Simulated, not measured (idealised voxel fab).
process module | voxel plated lines
cross-section cut | 155 nm wide | cells 5 nm
A cross-section is a grid of square cells, given in bands from the top down. A band is one or more rows of cells.
Each band's line starts with the height of the band's top and of its bottom, in nm. Then come its materials from left to right, each with its width in nm. One material with "throughout" fills the band from edge to edge. "air" is empty space.
Height 0 is the level under which the wafer as received is all one material. The lowest band goes on downwards, as in "0 down".
A width such as "30 to 40" changes by the same amount from each row of cells to the next, from the band's top row to its bottom row.
"no change" after a step means that no cell of the cross-section changed.
closed voids: empty space of 8 cells or more with no open way to the top, each as width x height at its distance from the left edge, in nm
after a step's settings: what the simulator itself notes on the step
overlay nm, on a step with a mask: how far to the right of its planned place the mask lay; to the left if negative
plan
1 op RECEIVE | material Si
2 op CONFORMAL_DEP | material SiO2 | thk nm 15
3 op DIRECTIONAL_DEP | material TiN | thk nm 5
4 op PATTERN | tone open | mask id LINES | material resist | width nm 25 | pitch nm 45 | thk nm 35 | overlay nm 0
5 op EPI | material Ru | thk nm 10
6 op EPI | material Ru | thk nm 5
7 op EPI | material Ru | thk nm 10
8 op STRIP | etch materials resist
9 op DIRECTIONAL_ETCH | etch materials TiN | depth nm 5
10 op CONFORMAL_DEP | material SiCN | thk nm 5
as received, after step 1
  0 down: Si throughout
  closed voids: none
a wafer at the end: this start, this plan, one mistake
  50 to 45: SiCN throughout
  45 to 20: Ru throughout
  20 to 15: TiN throughout
  15 to 0: SiO2 throughout
  0 down: Si throughout
  closed voids: none
what went wrong: step 4 was left out
